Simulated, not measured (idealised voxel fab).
Process module name: voxel gate over fins
Shown is cross-section cut, with a width of 230 nm and square cells of size 5 nm.
This document writes a cross-section as a grid whose cells are square, and gives it as bands, listed from the top down; one or more rows of cells form a band.
Read a band's entry like this: the first values are the height of its top and the height of its bottom in nm, and what follows is the sequence of materials from left to right, each with its width in nm. Note that "blank" is empty space, and that a single material marked "all across" reaches across the band from edge to edge.
It should be noted that heights are counted from 0, beneath which the wafer as supplied is of one material throughout, and that the lowest band possesses no lower boundary but continues downward, as written in "0..down".
The notation "30..40" denotes a width that varies across the rows of cells in the band, beginning at the first number in the top row, finishing at the second number in the bottom row, and changing by an identical amount from each row to the next.
It should be understood that the words "no modifications", when stated for a given step, signify that the cross-section underwent no change in any of its cells during that step.
"Closed void entries" - sealed voids, min. 8 cells, no opening to top; format: width x height at distance (distance from left edge; nm throughout).
On a step's line, text after the settings is the simulator commenting on that step.
The setting "overlay nm" may be written on the line of a step. When the step uses a mask, the value reports how far to the right of the planned place the mask lay, and a negative value reports that it lay to the left.

STEPS IN THE PROCESS PLAN
- 1: RECEIVE | material Si
- 2: CONFORMAL_DEP | material SiN | thk nm 10
- 3: PATTERN | tone cover | mask id FINS | material resist | width nm 15 | pitch nm 50 | thk nm 15 | overlay nm 0
- 4: DIRECTIONAL_ETCH | etch materials SiN | depth nm 10
- 5: DIRECTIONAL_ETCH | etch materials Si | depth nm 35
- 6: STRIP | etch materials resist
- 7: OXIDIZE | depth nm 5
- 8: FILL_DEP | material SiO2 | thk nm 5
- 9: CMP | height nm 10
- 10: DIRECTIONAL_DEP | material aC | thk nm 10
- 11: PATTERN | tone open | mask id RAIL | material resist | width nm 15 | thk nm 30 | overlay nm 0
- 12: DIRECTIONAL_ETCH | etch materials aC | depth nm 10
- 13: STRIP | etch materials resist
- 14: DIRECTIONAL_ETCH | etch materials SiO2 | depth nm 40
- 15: STRIP | etch materials aC
- 16: CONFORMAL_DEP | material TiN | thk nm 5
- 17: FILL_DEP | material W | thk nm 10
- 18: CMP | height nm 10
- 19: SELECTIVE_ETCH | etch materials W Ru TiN | depth nm 25
- 20: FILL_DEP | material SiO2 | thk nm 5
- 21: CMP | height nm 10
- 22: SELECTIVE_ETCH | etch materials SiO2 | depth nm 20
- 23: STRIP | etch materials SiN
- 24: CONFORMAL_DEP | material HfO2 | thk nm 5
- 25: CONFORMAL_DEP | material TiN | thk nm 5
- 26: CONFORMAL_DEP | material TiAl | thk nm 5
- 27: CONFORMAL_DEP | material TiN | thk nm 5
- 28: FILL_DEP | material W | thk nm 15
- 29: CMP | height nm 30
- 30: CONFORMAL_DEP | material SiCN | thk nm 5

FIRST OF TWO WAFERS, PROCESSED ACCORDING TO PLAN

AS RECEIVED, AFTER STEP 1
  0..down | Si all across
  Closed void entries: none

AFTER STEP 2
  10..0 | SiN all across
  Lower than 0, everything is as it was.

AFTER STEP 3
  25..10 | blank (55) / resist (15) / blank (35) / resist (15) / blank (35) / resist (15) / blank (60)
  Lower than 10, everything is as it was.

AFTER STEP 4
  25..10 | blank (55) / resist (15) / blank (35) / resist (15) / blank (35) / resist (15) / blank (60)
  10..0 | blank (55) / SiN (15) / blank (35) / SiN (15) / blank (35) / SiN (15) / blank (60)
  Lower than 0, everything is as it was.

AFTER STEP 5
  25..10 | blank (55) / resist (15) / blank (35) / resist (15) / blank (35) / resist (15) / blank (60)
  10..0 | blank (55) / SiN (15) / blank (35) / SiN (15) / blank (35) / SiN (15) / blank (60)
  0..-35 | blank (55) / Si (15) / blank (35) / Si (15) / blank (35) / Si (15) / blank (60)
  Lower than -35, everything is as it was.

AFTER STEP 6
  10..0 | blank (55) / SiN (15) / blank (35) / SiN (15) / blank (35) / SiN (15) / blank (60)
  Lower than 0, everything is as it was.

AFTER STEP 7
  10..0 | blank (55) / SiN (15) / blank (35) / SiN (15) / blank (35) / SiN (15) / blank (60)
  0..-35 | blank (55) / SiO2 (5) / Si (5) / SiO2 (5) / blank (35) / SiO2 (5) / Si (5) / SiO2 (5) / blank (35) / SiO2 (5) / Si (5) / SiO2 (5) / blank (60)
  -35..-40 | SiO2 (60) / Si (5) / SiO2 (45) / Si (5) / SiO2 (45) / Si (5) / SiO2 (65)
  Lower than -40, everything is as it was.

AFTER STEP 8
  15..10 | SiO2 all across
  10..0 | SiO2 (55) / SiN (15) / SiO2 (35) / SiN (15) / SiO2 (35) / SiN (15) / SiO2 (60)
  0..-40 | SiO2 (60) / Si (5) / SiO2 (45) / Si (5) / SiO2 (45) / Si (5) / SiO2 (65)
  Lower than -40, everything is as it was.

AFTER STEP 9
  10..0 | SiO2 (55) / SiN (15) / SiO2 (35) / SiN (15) / SiO2 (35) / SiN (15) / SiO2 (60)
  Lower than 0, everything is as it was.

AFTER STEP 10
  20..10 | aC all across
  Lower than 10, everything is as it was.

AFTER STEP 11
  50..20 | resist (80) / blank (15) / resist (135)
  Lower than 20, everything is as it was.

AFTER STEP 12
  40..20 | resist (80) / blank (15) / resist (135)
  20..10 | aC (80) / blank (15) / aC (135)
  Lower than 10, everything is as it was.

AFTER STEP 13
  20..10 | aC (80) / blank (15) / aC (135)
  Lower than 10, everything is as it was.

AFTER STEP 14
  20..10 | aC (80) / blank (15) / aC (135)
  10..0 | SiO2 (55) / SiN (15) / SiO2 (10) / blank (15) / SiO2 (10) / SiN (15) / SiO2 (35) / SiN (15) / SiO2 (60)
  0..-30 | SiO2 (60) / Si (5) / SiO2 (15) / blank (15) / SiO2 (15) / Si (5) / SiO2 (45) / Si (5) / SiO2 (65)
  Lower than -30, everything is as it was.

AFTER STEP 15
  10..0 | SiO2 (55) / SiN (15) / SiO2 (10) / blank (15) / SiO2 (10) / SiN (15) / SiO2 (35) / SiN (15) / SiO2 (60)
  Lower than 0, everything is as it was.

AFTER STEP 16
  15..10 | TiN (85) / blank (5) / TiN (140)
  10..0 | SiO2 (55) / SiN (15) / SiO2 (10) / TiN (5) / blank (5) / TiN (5) / SiO2 (10) / SiN (15) / SiO2 (35) / SiN (15) / SiO2 (60)
  0..-25 | SiO2 (60) / Si (5) / SiO2 (15) / TiN (5) / blank (5) / TiN (5) / SiO2 (15) / Si (5) / SiO2 (45) / Si (5) / SiO2 (65)
  -25..-30 | SiO2 (60) / Si (5) / SiO2 (15) / TiN (15) / SiO2 (15) / Si (5) / SiO2 (45) / Si (5) / SiO2 (65)
  Lower than -30, everything is as it was.

AFTER STEP 17
  25..15 | W all across
  15..10 | TiN (85) / W (5) / TiN (140)
  10..0 | SiO2 (55) / SiN (15) / SiO2 (10) / TiN (5) / W (5) / TiN (5) / SiO2 (10) / SiN (15) / SiO2 (35) / SiN (15) / SiO2 (60)
  0..-25 | SiO2 (60) / Si (5) / SiO2 (15) / TiN (5) / W (5) / TiN (5) / SiO2 (15) / Si (5) / SiO2 (45) / Si (5) / SiO2 (65)
  Lower than -25, everything is as it was.

AFTER STEP 18
  10..0 | SiO2 (55) / SiN (15) / SiO2 (10) / TiN (5) / W (5) / TiN (5) / SiO2 (10) / SiN (15) / SiO2 (35) / SiN (15) / SiO2 (60)
  Lower than 0, everything is as it was.

AFTER STEP 19
  10..0 | SiO2 (55) / SiN (15) / SiO2 (10) / blank (15) / SiO2 (10) / SiN (15) / SiO2 (35) / SiN (15) / SiO2 (60)
  0..-15 | SiO2 (60) / Si (5) / SiO2 (15) / blank (15) / SiO2 (15) / Si (5) / SiO2 (45) / Si (5) / SiO2 (65)
  Lower than -15, everything is as it was.

AFTER STEP 20
  15..10 | SiO2 all across
  10..0 | SiO2 (55) / SiN (15) / SiO2 (35) / SiN (15) / SiO2 (35) / SiN (15) / SiO2 (60)
  0..-15 | SiO2 (60) / Si (5) / SiO2 (45) / Si (5) / SiO2 (45) / Si (5) / SiO2 (65)
  Lower than -15, everything is as it was.

AFTER STEP 21
  10..0 | SiO2 (55) / SiN (15) / SiO2 (35) / SiN (15) / SiO2 (35) / SiN (15) / SiO2 (60)
  Lower than 0, everything is as it was.

AFTER STEP 22
  10..0 | blank (55) / SiN (15) / blank (35) / SiN (15) / blank (35) / SiN (15) / blank (60)
  0..-10 | blank (60) / Si (5) / blank (45) / Si (5) / blank (45) / Si (5) / blank (65)
  Lower than -10, everything is as it was.

AFTER STEP 23
  0..-10 | blank (60) / Si (5) / blank (45) / Si (5) / blank (45) / Si (5) / blank (65)
  Lower than -10, everything is as it was.

AFTER STEP 24
  5..0 | blank (55) / HfO2 (15) / blank (35) / HfO2 (15) / blank (35) / HfO2 (15) / blank (60)
  0..-5 | blank (55) / HfO2 (5) / Si (5) / HfO2 (5) / blank (35) / HfO2 (5) / Si (5) / HfO2 (5) / blank (35) / HfO2 (5) / Si (5) / HfO2 (5) / blank (60)
  -5..-10 | HfO2 (60) / Si (5) / HfO2 (45) / Si (5) / HfO2 (45) / Si (5) / HfO2 (65)
  Lower than -10, everything is as it was.

AFTER STEP 25
  10..5 | blank (50) / TiN (25) / blank (25) / TiN (25) / blank (25) / TiN (25) / blank (55)
  5..0 | blank (50) / TiN (5) / HfO2 (15) / TiN (5) / blank (25) / TiN (5) / HfO2 (15) / TiN (5) / blank (25) / TiN (5) / HfO2 (15) / TiN (5) / blank (55)
  0..-5 | TiN (55) / HfO2 (5) / Si (5) / HfO2 (5) / TiN (35) / HfO2 (5) / Si (5) / HfO2 (5) / TiN (35) / HfO2 (5) / Si (5) / HfO2 (5) / TiN (60)
  Lower than -5, everything is as it was.

AFTER STEP 26
  15..10 | blank (45) / TiAl (35) / blank (15) / TiAl (35) / blank (15) / TiAl (35) / blank (50)
  10..5 | blank (45) / TiAl (5) / TiN (25) / TiAl (5) / blank (15) / TiAl (5) / TiN (25) / TiAl (5) / blank (15) / TiAl (5) / TiN (25) / TiAl (5) / blank (50)
  5..0 | TiAl (50) / TiN (5) / HfO2 (15) / TiN (5) / TiAl (25) / TiN (5) / HfO2 (15) / TiN (5) / TiAl (25) / TiN (5) / HfO2 (15) / TiN (5) / TiAl (55)
  Lower than 0, everything is as it was.

AFTER STEP 27
  20..15 | blank (40) / TiN (45) / blank (5) / TiN (45) / blank (5) / TiN (45) / blank (45)
  15..10 | blank (40) / TiN (5) / TiAl (35) / TiN (5) / blank (5) / TiN (5) / TiAl (35) / TiN (5) / blank (5) / TiN (5) / TiAl (35) / TiN (5) / blank (45)
  10..5 | TiN (45) / TiAl (5) / TiN (25) / TiAl (5) / TiN (15) / TiAl (5) / TiN (25) / TiAl (5) / TiN (15) / TiAl (5) / TiN (25) / TiAl (5) / TiN (50)
  Lower than 5, everything is as it was.

AFTER STEP 28
  35..20 | W all across
  20..15 | W (40) / TiN (45) / W (5) / TiN (45) / W (5) / TiN (45) / W (45)
  15..10 | W (40) / TiN (5) / TiAl (35) / TiN (5) / W (5) / TiN (5) / TiAl (35) / TiN (5) / W (5) / TiN (5) / TiAl (35) / TiN (5) / W (45)
  Lower than 10, everything is as it was.

AFTER STEP 29
  30..20 | W all across
  Lower than 20, everything is as it was.

AFTER STEP 30
  35..30 | SiCN all across
  Lower than 30, everything is as it was.

IT IS TO BE NOTED THAT THE SECOND WAFER PROCEEDED FROM THE SAME INITIAL STATE AND ACCORDING TO THE SAME PLAN AS THE FIRST, ALTHOUGH ONE MISTAKE WAS COMMITTED IN ITS EXECUTION; THROUGH STEP 21, INCLUSIVE, THE TWO WAFERS SHARE AN IDENTICAL HISTORY

CROSS-SECTION OF THE SECOND WAFER WHEN, ACCORDING TO PLAN, STEP 22 SHOULD HAVE FINISHED
  10..0 | blank (55) / SiN (15) / blank (35) / SiN (15) / blank (35) / SiN (15) / blank (60)
  0..-15 | blank (60) / Si (5) / blank (45) / Si (5) / blank (45) / Si (5) / blank (65)
  -15..-25 | blank (60) / Si (5) / blank (15) / TiN (5) / W (5) / TiN (5) / blank (15) / Si (5) / blank (45) / Si (5) / blank (65)
  -25..-30 | blank (60) / Si (5) / blank (15) / TiN (15) / blank (15) / Si (5) / blank (45) / Si (5) / blank (65)
  Lower than -30, everything is as it was.

CROSS-SECTION OF THE SECOND WAFER WHEN, ACCORDING TO PLAN, STEP 23 SHOULD HAVE FINISHED
  0..-15 | blank (60) / Si (5) / blank (45) / Si (5) / blank (45) / Si (5) / blank (65)
  Lower than -15, everything is as it was.

CROSS-SECTION OF THE SECOND WAFER WHEN, ACCORDING TO PLAN, STEP 24 SHOULD HAVE FINISHED
  5..0 | blank (55) / HfO2 (15) / blank (35) / HfO2 (15) / blank (35) / HfO2 (15) / blank (60)
  0..-10 | blank (55) / HfO2 (5) / Si (5) / HfO2 (5) / blank (35) / HfO2 (5) / Si (5) / HfO2 (5) / blank (35) / HfO2 (5) / Si (5) / HfO2 (5) / blank (60)
  -10..-15 | blank (55) / HfO2 (5) / Si (5) / HfO2 (5) / blank (5) / HfO2 (25) / blank (5) / HfO2 (5) / Si (5) / HfO2 (5) / blank (35) / HfO2 (5) / Si (5) / HfO2 (5) / blank (60)
  -15..-25 | blank (55) / HfO2 (5) / Si (5) / HfO2 (5) / blank (5) / HfO2 (5) / TiN (5) / W (5) / TiN (5) / HfO2 (5) / blank (5) / HfO2 (5) / Si (5) / HfO2 (5) / blank (35) / HfO2 (5) / Si (5) / HfO2 (5) / blank (60)
  -25..-30 | HfO2 (60) / Si (5) / HfO2 (15) / TiN (15) / HfO2 (15) / Si (5) / HfO2 (45) / Si (5) / HfO2 (65)
  Lower than -30, everything is as it was.

CROSS-SECTION OF THE SECOND WAFER WHEN, ACCORDING TO PLAN, STEP 25 SHOULD HAVE FINISHED
  10..5 | blank (50) / TiN (25) / blank (25) / TiN (25) / blank (25) / TiN (25) / blank (55)
  5..0 | blank (50) / TiN (5) / HfO2 (15) / TiN (5) / blank (25) / TiN (5) / HfO2 (15) / TiN (5) / blank (25) / TiN (5) / HfO2 (15) / TiN (5) / blank (55)
  0..-5 | blank (50) / TiN (5) / HfO2 (5) / Si (5) / HfO2 (5) / TiN (5) / blank (25) / TiN (5) / HfO2 (5) / Si (5) / HfO2 (5) / TiN (5) / blank (25) / TiN (5) / HfO2 (5) / Si (5) / HfO2 (5) / TiN (5) / blank (55)
  -5..-10 | blank (50) / TiN (5) / HfO2 (5) / Si (5) / HfO2 (5) / TiN (35) / HfO2 (5) / Si (5) / HfO2 (5) / TiN (5) / blank (25) / TiN (5) / HfO2 (5) / Si (5) / HfO2 (5) / TiN (5) / blank (55)
  -10..-15 | blank (50) / TiN (5) / HfO2 (5) / Si (5) / HfO2 (5) / TiN (5) / HfO2 (25) / TiN (5) / HfO2 (5) / Si (5) / HfO2 (5) / TiN (5) / blank (25) / TiN (5) / HfO2 (5) / Si (5) / HfO2 (5) / TiN (5) / blank (55)
  -15..-20 | blank (50) / TiN (5) / HfO2 (5) / Si (5) / HfO2 (5) / TiN (5) / HfO2 (5) / TiN (5) / W (5) / TiN (5) / HfO2 (5) / TiN (5) / HfO2 (5) / Si (5) / HfO2 (5) / TiN (5) / blank (25) / TiN (5) / HfO2 (5) / Si (5) / HfO2 (5) / TiN (5) / blank (55)
  -20..-25 | TiN (55) / HfO2 (5) / Si (5) / HfO2 (5) / TiN (5) / HfO2 (5) / TiN (5) / W (5) / TiN (5) / HfO2 (5) / TiN (5) / HfO2 (5) / Si (5) / HfO2 (5) / TiN (35) / HfO2 (5) / Si (5) / HfO2 (5) / TiN (60)
  Lower than -25, everything is as it was.

CROSS-SECTION OF THE SECOND WAFER WHEN, ACCORDING TO PLAN, STEP 26 SHOULD HAVE FINISHED
  15..10 | blank (45) / TiAl (35) / blank (15) / TiAl (35) / blank (15) / TiAl (35) / blank (50)
  10..5 | blank (45) / TiAl (5) / TiN (25) / TiAl (5) / blank (15) / TiAl (5) / TiN (25) / TiAl (5) / blank (15) / TiAl (5) / TiN (25) / TiAl (5) / blank (50)
  5..0 | blank (45) / TiAl (5) / TiN (5) / HfO2 (15) / TiN (5) / TiAl (5) / blank (15) / TiAl (5) / TiN (5) / HfO2 (15) / TiN (5) / TiAl (5) / blank (15) / TiAl (5) / TiN (5) / HfO2 (15) / TiN (5) / TiAl (5) / blank (50)
  0..-5 | blank (45) / TiAl (5) / TiN (5) / HfO2 (5) / Si (5) / HfO2 (5) / TiN (5) / TiAl (25) / TiN (5) / HfO2 (5) / Si (5) / HfO2 (5) / TiN (5) / TiAl (5) / blank (15) / TiAl (5) / TiN (5) / HfO2 (5) / Si (5) / HfO2 (5) / TiN (5) / TiAl (5) / blank (50)
  -5..-10 | blank (45) / TiAl (5) / TiN (5) / HfO2 (5) / Si (5) / HfO2 (5) / TiN (35) / HfO2 (5) / Si (5) / HfO2 (5) / TiN (5) / TiAl (5) / blank (15) / TiAl (5) / TiN (5) / HfO2 (5) / Si (5) / HfO2 (5) / TiN (5) / TiAl (5) / blank (50)
  -10..-15 | blank (45) / TiAl (5) / TiN (5) / HfO2 (5) / Si (5) / HfO2 (5) / TiN (5) / HfO2 (25) / TiN (5) / HfO2 (5) / Si (5) / HfO2 (5) / TiN (5) / TiAl (5) / blank (15) / TiAl (5) / TiN (5) / HfO2 (5) / Si (5) / HfO2 (5) / TiN (5) / TiAl (5) / blank (50)
  -15..-20 | TiAl (50) / TiN (5) / HfO2 (5) / Si (5) / HfO2 (5) / TiN (5) / HfO2 (5) / TiN (5) / W (5) / TiN (5) / HfO2 (5) / TiN (5) / HfO2 (5) / Si (5) / HfO2 (5) / TiN (5) / TiAl (25) / TiN (5) / HfO2 (5) / Si (5) / HfO2 (5) / TiN (5) / TiAl (55)
  Lower than -20, everything is as it was.

CROSS-SECTION OF THE SECOND WAFER WHEN, ACCORDING TO PLAN, STEP 27 SHOULD HAVE FINISHED
  20..15 | blank (40) / TiN (45) / blank (5) / TiN (45) / blank (5) / TiN (45) / blank (45)
  15..10 | blank (40) / TiN (5) / TiAl (35) / TiN (5) / blank (5) / TiN (5) / TiAl (35) / TiN (5) / blank (5) / TiN (5) / TiAl (35) / TiN (5) / blank (45)
  10..5 | blank (40) / TiN (5) / TiAl (5) / TiN (25) / TiAl (5) / TiN (5) / blank (5) / TiN (5) / TiAl (5) / TiN (25) / TiAl (5) / TiN (5) / blank (5) / TiN (5) / TiAl (5) / TiN (25) / TiAl (5) / TiN (5) / blank (45)
  5..0 | blank (40) / TiN (5) / TiAl (5) / TiN (5) / HfO2 (15) / TiN (5) / TiAl (5) / TiN (15) / TiAl (5) / TiN (5) / HfO2 (15) / TiN (5) / TiAl (5) / TiN (5) / blank (5) / TiN (5) / TiAl (5) / TiN (5) / HfO2 (15) / TiN (5) / TiAl (5) / TiN (5) / blank (45)
  0..-5 | blank (40) / TiN (5) / TiAl (5) / TiN (5) / HfO2 (5) / Si (5) / HfO2 (5) / TiN (5) / TiAl (25) / TiN (5) / HfO2 (5) / Si (5) / HfO2 (5) / TiN (5) / TiAl (5) / TiN (5) / blank (5) / TiN (5) / TiAl (5) / TiN (5) / HfO2 (5) / Si (5) / HfO2 (5) / TiN (5) / TiAl (5) / TiN (5) / blank (45)
  -5..-10 | blank (40) / TiN (5) / TiAl (5) / TiN (5) / HfO2 (5) / Si (5) / HfO2 (5) / TiN (35) / HfO2 (5) / Si (5) / HfO2 (5) / TiN (5) / TiAl (5) / TiN (5) / blank (5) / TiN (5) / TiAl (5) / TiN (5) / HfO2 (5) / Si (5) / HfO2 (5) / TiN (5) / TiAl (5) / TiN (5) / blank (45)
  -10..-15 | TiN (45) / TiAl (5) / TiN (5) / HfO2 (5) / Si (5) / HfO2 (5) / TiN (5) / HfO2 (25) / TiN (5) / HfO2 (5) / Si (5) / HfO2 (5) / TiN (5) / TiAl (5) / TiN (15) / TiAl (5) / TiN (5) / HfO2 (5) / Si (5) / HfO2 (5) / TiN (5) / TiAl (5) / TiN (50)
  Lower than -15, everything is as it was.

CROSS-SECTION OF THE SECOND WAFER WHEN, ACCORDING TO PLAN, STEP 28 SHOULD HAVE FINISHED
  35..20 | W all across
  20..15 | W (40) / TiN (45) / W (5) / TiN (45) / W (5) / TiN (45) / W (45)
  15..10 | W (40) / TiN (5) / TiAl (35) / TiN (5) / W (5) / TiN (5) / TiAl (35) / TiN (5) / W (5) / TiN (5) / TiAl (35) / TiN (5) / W (45)
  10..5 | W (40) / TiN (5) / TiAl (5) / TiN (25) / TiAl (5) / TiN (5) / W (5) / TiN (5) / TiAl (5) / TiN (25) / TiAl (5) / TiN (5) / W (5) / TiN (5) / TiAl (5) / TiN (25) / TiAl (5) / TiN (5) / W (45)
  5..0 | W (40) / TiN (5) / TiAl (5) / TiN (5) / HfO2 (15) / TiN (5) / TiAl (5) / TiN (15) / TiAl (5) / TiN (5) / HfO2 (15) / TiN (5) / TiAl (5) / TiN (5) / W (5) / TiN (5) / TiAl (5) / TiN (5) / HfO2 (15) / TiN (5) / TiAl (5) / TiN (5) / W (45)
  0..-5 | W (40) / TiN (5) / TiAl (5) / TiN (5) / HfO2 (5) / Si (5) / HfO2 (5) / TiN (5) / TiAl (25) / TiN (5) / HfO2 (5) / Si (5) / HfO2 (5) / TiN (5) / TiAl (5) / TiN (5) / W (5) / TiN (5) / TiAl (5) / TiN (5) / HfO2 (5) / Si (5) / HfO2 (5) / TiN (5) / TiAl (5) / TiN (5) / W (45)
  -5..-10 | W (40) / TiN (5) / TiAl (5) / TiN (5) / HfO2 (5) / Si (5) / HfO2 (5) / TiN (35) / HfO2 (5) / Si (5) / HfO2 (5) / TiN (5) / TiAl (5) / TiN (5) / W (5) / TiN (5) / TiAl (5) / TiN (5) / HfO2 (5) / Si (5) / HfO2 (5) / TiN (5) / TiAl (5) / TiN (5) / W (45)
  Lower than -10, everything is as it was.

CROSS-SECTION OF THE SECOND WAFER WHEN, ACCORDING TO PLAN, STEP 29 SHOULD HAVE FINISHED
  30..20 | W all across
  Lower than 20, everything is as it was.

CROSS-SECTION OF THE SECOND WAFER WHEN, ACCORDING TO PLAN, STEP 30 SHOULD HAVE FINISHED
  35..30 | SiCN all across
  Lower than 30, everything is as it was.
What was the processing mistake? regarding the plan, step 22 was run twice
End check, counted in cells, second wafer has more or fewer of these materials than the first: +30 HfO2 | -163 SiO2 | +18 TiAl | +42 TiN | +73 W
